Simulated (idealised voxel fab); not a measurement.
process module | voxel wiring stack
cross-section cut | 215 nm wide | cells 5 nm
A cross-section is a grid of square cells, given in bands from the top down. A band is one or more rows of cells.
Each band's line starts with the height of the band's top and of its bottom, in nm. Then come its materials from left to right, each with its width in nm. One material with "throughout" fills the band from edge to edge. "air" is empty space.
Height 0 is the level under which the wafer as received is all one material. The lowest band goes on downwards, as in "0 down".
A width such as "30 to 40" changes by the same amount from each row of cells to the next, from the band's top row to its bottom row.
"no change" after a step means that no cell of the cross-section changed.
closed voids: empty space of 8 cells or more with no open way to the top, each as width x height at its distance from the left edge, in nm
after a step's settings: what the simulator itself notes on the step
overlay nm, on a step with a mask: how far to the right of its planned place the mask lay; to the left if negative
plan
1 op RECEIVE | material Si
2 op CONFORMAL_DEP | material SiO2 | thk nm 10
3 op DIRECTIONAL_DEP | material TiN | thk nm 5
4 op DIRECTIONAL_DEP | material Ru | thk nm 15
5 op MASKED_ETCH | tone cover | mask id METAL_1 | width nm 25 | pitch nm 50 | etch materials Ru | depth nm 15 | overlay nm 0
6 op MASKED_ETCH | tone cover | mask id METAL_1 | width nm 25 | pitch nm 50 | etch materials TiN | depth nm 5 | overlay nm 0
7 op FILL_DEP | material lowk | thk nm 5
8 op CMP | height nm 30
9 op CONFORMAL_DEP | material SiCN | thk nm 5
10 op DIRECTIONAL_DEP | material SiO2 | thk nm 15
11 op PATTERN | tone open | mask id PLUG_1 | material resist | width nm 15 | thk nm 15 | overlay nm 0
12 op DIRECTIONAL_ETCH | etch materials SiO2 | depth nm 15
13 op DIRECTIONAL_ETCH | etch materials SiCN | depth nm 5
14 op STRIP | etch materials resist
15 op EPI | material Ru | thk nm 10
16 op EPI | material Ru | thk nm 10
17 op DIRECTIONAL_DEP | material TiN | thk nm 5
18 op DIRECTIONAL_DEP | material Ru | thk nm 20
19 op DIRECTIONAL_DEP | material aC | thk nm 15
20 op PATTERN | tone cover | mask id METAL_2 | material resist | width nm 25 | pitch nm 50 | thk nm 35 | overlay nm 0
21 op DIRECTIONAL_ETCH | etch materials aC | depth nm 15
22 op STRIP | etch materials resist
23 op DIRECTIONAL_ETCH | etch materials Ru | depth nm 20
24 op DIRECTIONAL_ETCH | etch materials TiN | depth nm 5
25 op STRIP | etch materials aC
26 op CONFORMAL_DEP | material SiN | thk nm 5
27 op FILL_DEP | material SiO2 | thk nm 5
28 op CMP | height nm 75
29 op CONFORMAL_DEP | material SiCN | thk nm 5
30 op DIRECTIONAL_DEP | material lowk | thk nm 10
31 op MASKED_ETCH | tone open | mask id PLUG_2 | width nm 15 | pitch nm 50 | etch materials lowk | depth nm 5 | overlay nm 0
32 op MASKED_ETCH | tone open | mask id PLUG_2 | width nm 15 | pitch nm 50 | etch materials SiCN | depth nm 5 | overlay nm 0
33 op CONFORMAL_DEP | material TiN | thk nm 5
34 op FILL_DEP | material Ru | thk nm 10
35 op CMP | height nm 90
36 op CONFORMAL_DEP | material SiCN | thk nm 5
37 op DIRECTIONAL_DEP | material SiO2 | thk nm 20
38 op PATTERN | tone open | mask id METAL_3 | material resist | width nm 25 | pitch nm 50 | thk nm 15 | overlay nm 0
39 op DIRECTIONAL_ETCH | etch materials SiO2 | depth nm 20
40 op DIRECTIONAL_ETCH | etch materials SiCN | depth nm 5
41 op STRIP | etch materials resist
42 op CONFORMAL_DEP | material TiN | thk nm 5
43 op FILL_DEP | material W | thk nm 10
44 op CMP | height nm 115
45 op EPI | material Ru | thk nm 5
46 op FILL_DEP | material SiCN | thk nm 5
47 op DIRECTIONAL_DEP | material lowk | thk nm 30
48 op DIRECTIONAL_DEP | material aC | thk nm 10
49 op PATTERN | tone open | mask id METAL_4_HOLES | material resist | width nm 15 | thk nm 30 | overlay nm 0
50 op DIRECTIONAL_ETCH | etch materials aC | depth nm 10
51 op STRIP | etch materials resist
52 op DIRECTIONAL_ETCH | etch materials lowk | depth nm 30
53 op STRIP | etch materials aC
54 op DIRECTIONAL_DEP | material aC | thk nm 10
55 op PATTERN | tone open | mask id METAL_4 | material resist | width nm 25 | pitch nm 50 | thk nm 25 | overlay nm 0
56 op DIRECTIONAL_ETCH | etch materials aC | depth nm 10
57 op STRIP | etch materials resist
58 op DIRECTIONAL_ETCH | etch materials lowk | depth nm 15
59 op DIRECTIONAL_ETCH | etch materials SiCN | depth nm 5
60 op STRIP | etch materials aC
61 op CONFORMAL_DEP | material TiN | thk nm 5
62 op FILL_DEP | material Cu | thk nm 5
63 op CMP | height nm 155
64 op CONFORMAL_DEP | material SiN | thk nm 5
varied across the wafers: depth nm of step 31. The plan shows the first wafer's value. All wafers start alike
first wafer as received, after step 1
  0 down: Si throughout
  closed voids: none
first wafer at the end, after step 64
  160 to 155: SiN throughout
  155 to 145: lowk 70 | TiN 5 | Cu 15 | TiN 5 | lowk 25 | TiN 5 | Cu 15 | TiN 5 | lowk 70
  145 to 140: lowk 70 | TiN 5 | Cu 5 | TiN 15 | lowk 25 | TiN 25 | lowk 70
  140 to 125: lowk 70 | TiN 5 | Cu 5 | TiN 5 | lowk 130
  125 to 120: SiCN 70 | TiN 15 | SiCN 130
  120 to 115: SiCN 65 | Ru 35 | SiCN 15 | Ru 35 | SiCN 65
  115 to 95: SiO2 70 | TiN 5 | W 15 | TiN 5 | SiO2 25 | TiN 5 | W 15 | TiN 5 | SiO2 70
  95 to 90: SiCN 70 | TiN 25 | SiCN 25 | TiN 25 | SiCN 70
  90 to 85: lowk 70 | TiN 15 | lowk 35 | TiN 15 | lowk 80
  85 to 80: lowk throughout
  80 to 75: SiCN throughout
  75 to 55: SiO2 65 | SiN 5 | Ru 25 | SiN 5 | SiO2 15 | SiN 5 | Ru 25 | SiN 5 | SiO2 65
  55 to 50: SiN 70 | TiN 25 | SiN 25 | TiN 25 | SiN 70
  50 to 35: SiO2 70 | Ru 15 | SiO2 130
  35 to 30: SiCN 70 | Ru 15 | SiCN 130
  30 to 15: lowk 70 | Ru 25 | lowk 25 | Ru 25 | lowk 70
  15 to 10: lowk 70 | TiN 25 | lowk 25 | TiN 25 | lowk 70
  10 to 0: SiO2 throughout
  0 down: Si throughout
  closed voids: none
last wafer at the end
  160 to 155: SiN throughout
  155 to 145: lowk 70 | TiN 5 | Cu 15 | TiN 5 | lowk 25 | TiN 5 | Cu 15 | TiN 5 | lowk 70
  145 to 140: lowk 70 | TiN 5 | Cu 5 | TiN 15 | lowk 25 | TiN 25 | lowk 70
  140 to 125: lowk 70 | TiN 5 | Cu 5 | TiN 5 | lowk 130
  125 to 120: SiCN 70 | TiN 15 | SiCN 130
  120 to 115: SiCN 65 | Ru 35 | SiCN 15 | Ru 35 | SiCN 65
  115 to 95: SiO2 70 | TiN 5 | W 15 | TiN 5 | SiO2 25 | TiN 5 | W 15 | TiN 5 | SiO2 70
  95 to 90: SiCN 70 | TiN 25 | SiCN 25 | TiN 25 | SiCN 70
  90 to 80: lowk 70 | TiN 5 | Ru 5 | TiN 5 | lowk 35 | TiN 5 | Ru 5 | TiN 5 | lowk 80
  80 to 75: SiCN 70 | TiN 15 | SiCN 35 | TiN 15 | SiCN 80
  75 to 55: SiO2 65 | SiN 5 | Ru 25 | SiN 5 | SiO2 15 | SiN 5 | Ru 25 | SiN 5 | SiO2 65
  55 to 50: SiN 70 | TiN 25 | SiN 25 | TiN 25 | SiN 70
  50 to 35: SiO2 70 | Ru 15 | SiO2 130
  35 to 30: SiCN 70 | Ru 15 | SiCN 130
  30 to 15: lowk 70 | Ru 25 | lowk 25 | Ru 25 | lowk 70
  15 to 10: lowk 70 | TiN 25 | lowk 25 | TiN 25 | lowk 70
  10 to 0: SiO2 throughout
  0 down: Si throughout
  closed voids: none
each wafer at the end: cells of each material gained (+) or lost (-) since it was received, then its closed voids
depth nm 5 | +16 Cu | +96 Ru | +185 SiCN | +92 SiN | +454 SiO2 | +78 TiN | +24 W | +431 lowk | closed voids: none
depth nm 10 | +16 Cu | +100 Ru | +179 SiCN | +92 SiN | +454 SiO2 | +86 TiN | +24 W | +425 lowk | closed voids: none
depth nm 15 | +16 Cu | +100 Ru | +179 SiCN | +92 SiN | +454 SiO2 | +86 TiN | +24 W | +425 lowk | closed voids: none
depth nm 20 | +16 Cu | +100 Ru | +179 SiCN | +92 SiN | +454 SiO2 | +86 TiN | +24 W | +425 lowk | closed voids: none
depth nm 25 | +16 Cu | +100 Ru | +179 SiCN | +92 SiN | +454 SiO2 | +86 TiN | +24 W | +425 lowk | closed voids: none
